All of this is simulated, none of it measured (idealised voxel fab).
Process module under the name voxel spacer lines
Cross-section cut spans 225 nm and uses square cells 5 nm in size.
In what follows, cross-sections appear as grids of square cells, described through bands that run from the top down, where every band is one or more rows of cells. The band entry comprises the height of the band's top followed by the height of its bottom, expressed in nm, and subsequently the band's materials from left to right, each stated together with its width in nm. Where a single material is marked with the word "edge to edge", that material fills the band from edge to edge. The word "empty" represents empty space. Heads up on the height convention: 0 is the point under which the incoming wafer is all one material, and the lowest band has no bottom, it just keeps going down, like "0 nm and below". Graded width ("30->40"): value in top row of band = first number; value in bottom row = second number; row-to-row change constant. "no modifications" for a step: no cell of the cross-section changed in that step. "Completely enclosed voids" specifies each empty space that is not open to the top and that occupies no fewer than 8 cells, using the form width x height at distance, the distance measured from the left edge and all three quantities in nm. Read whatever lies past the settings on a step's line as the simulator's own remark about the step. On any step carrying a mask, the "overlay nm" setting, if present on the step's line, tells how far right of its planned place the mask lay; negative values point to the left.

[Below is the list of planned process steps]
| 1 | RECEIVE, material Si |
| 2 | CONFORMAL_DEP, material Al2O3, thk nm 10 |
| 3 | DIRECTIONAL_DEP, material TiN, thk nm 10 |
| 4 | DIRECTIONAL_DEP, material aC, thk nm 25 |
| 5 | PATTERN, tone cover, mask id MANDREL, material resist, width nm 25, pitch nm 70, thk nm 35, overlay nm 0 |
| 6 | DIRECTIONAL_ETCH, etch materials aC, depth nm 25 |
| 7 | STRIP, etch materials resist |
| 8 | CONFORMAL_DEP, material SiO2, thk nm 10 |
| 9 | DIRECTIONAL_ETCH, etch materials SiO2, depth nm 10 |
| 10 | STRIP, etch materials aC |
| 11 | DIRECTIONAL_ETCH, etch materials TiN, depth nm 10 |
| 12 | STRIP, etch materials SiO2 |
| 13 | FILL_DEP, material lowk, thk nm 10 |
| 14 | CMP, height nm 20 |

[So this is the incoming wafer in cross-section - it's already been through step 1]
	0 nm and below: Si edge to edge
	Completely enclosed voids: none

[Wafer cross-section at module end: first of two, run to plan]
	20 nm to 10 nm: 20 lowk, then 10 TiN, then 25 lowk, then 10 TiN, then 25 lowk, then 10 TiN, then 25 lowk, then 10 TiN, then 25 lowk, then 10 TiN, then 25 lowk, then 10 TiN, then 20 lowk
	10 nm to 0 nm: Al2O3 edge to edge
	0 nm and below: Si edge to edge
	Completely enclosed voids: none

[Here's the second of our two wafers sectioned at module end. Same start as the first, same plan, but one mistake got made running it]
	20 nm to 10 nm: 25 lowk, then 10 TiN, then 25 lowk, then 10 TiN, then 25 lowk, then 10 TiN, then 25 lowk, then 10 TiN, then 25 lowk, then 10 TiN, then 25 lowk, then 10 TiN, then 15 lowk
	10 nm to 0 nm: Al2O3 edge to edge
	0 nm and below: Si edge to edge
	Completely enclosed voids: none
In executing the process, a mistake was made relative to the plan: step 5 did not use the planned setting and instead ran as PATTERN, tone cover, mask id MANDREL, material resist, width nm 25, pitch nm 70, thk nm 35, overlay nm 5
End check, second vs first wafer: material counts in cells match, positions do not.
